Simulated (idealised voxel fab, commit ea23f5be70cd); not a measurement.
process module | voxel quadruple lines
Cross-section cut: width 230 nm, square cells of 5 nm.
Notation: cross-section as square-cell grid; stated in bands, top first, going down; one or more cell rows per band. Look at the band entry: it leads with the top's height and the bottom's height in nm. Then it lists the materials left to right, with a width in nm for each. The word "throughout" on a single material says that material fills the band edge to edge. The word "blank" is empty space. For the purposes of this specification, 0 denotes the height below which the wafer in its as-received condition is composed wholly of one material, and the lowermost band, lacking a lower limit, extends downward without end, as expressed in "top 0, no bottom". A width given as "30..40" starts at the first number in the band's top row and ends at the second number in its bottom row, shifting by an equal amount at every step from row to row. A step reported as "stayed the same" is a step in which no cell of the cross-section changed. Enclosed voids (no open way to top), threshold 8 cells or more, entry "Closed void list", notation width x height at distance, distance from left edge, nm. The remark found on a step's line after its settings is issued by the simulator itself and pertains to that step. What "overlay nm" on a step's line means: if the step has a mask, that mask lay this far to the right of its planned place, or, when the value is negative, to the left.

### So here's the lineup of process steps we planned
1) RECEIVE with material Si
2) CONFORMAL_DEP with material SiO2, thk nm 10
3) DIRECTIONAL_DEP with material Ru, thk nm 10
4) DIRECTIONAL_DEP with material polySi, thk nm 20
5) DIRECTIONAL_DEP with material aC, thk nm 20
6) PATTERN with tone cover, mask id MANDREL, material resist, width nm 35, pitch nm 100, thk nm 30, overlay nm 0
7) DIRECTIONAL_ETCH with etch materials aC, depth nm 20
8) STRIP with etch materials resist
9) CONFORMAL_DEP with material SiO2, thk nm 15
10) DIRECTIONAL_ETCH with etch materials SiO2, depth nm 15
11) STRIP with etch materials aC
12) DIRECTIONAL_ETCH with etch materials polySi, depth nm 20
13) STRIP with etch materials SiO2
14) CONFORMAL_DEP with material SiN, thk nm 10
15) DIRECTIONAL_ETCH with etch materials SiN, depth nm 10
16) STRIP with etch materials polySi
17) DIRECTIONAL_ETCH with etch materials Ru, depth nm 10
18) STRIP with etch materials SiN

### Cross-section, incoming material, after step 1
	top 0, no bottom | Si throughout
	Closed void list: none

### Wafer cross-section at module end: first of two, run to plan
	top 20, bottom 10 | blank=20 | Ru=10 | blank=15 | Ru=10 | blank=15 | Ru=10 | blank=15 | Ru=10 | blank=15 | Ru=10 | blank=15 | Ru=10 | blank=15 | Ru=10 | blank=15 | Ru=10 | blank=25
	top 10, bottom 0 | SiO2 throughout
	top 0, no bottom | Si throughout
	Closed void list: none

### The second wafer, shown in cross-section after the module: started the same way as the first and given the same plan, yet one mistake crept into how it was run
	top 20, bottom 10 | blank=30 | Ru=10 | blank=15 | Ru=10 | blank=15 | Ru=10 | blank=15 | Ru=10 | blank=15 | Ru=10 | blank=15 | Ru=10 | blank=15 | Ru=10 | blank=15 | Ru=10 | blank=15
	top 10, bottom 0 | SiO2 throughout
	top 0, no bottom | Si throughout
	Closed void list: none
Deviation noted in wafer processing: step 6, actual vs plan mismatch, actual run PATTERN with tone cover, mask id MANDREL, material resist, width nm 35, pitch nm 100, thk nm 30, overlay nm 10
Upon completion, the cell count for each material on the second wafer equals that on the first, whereas the spatial distribution of those cells differs.
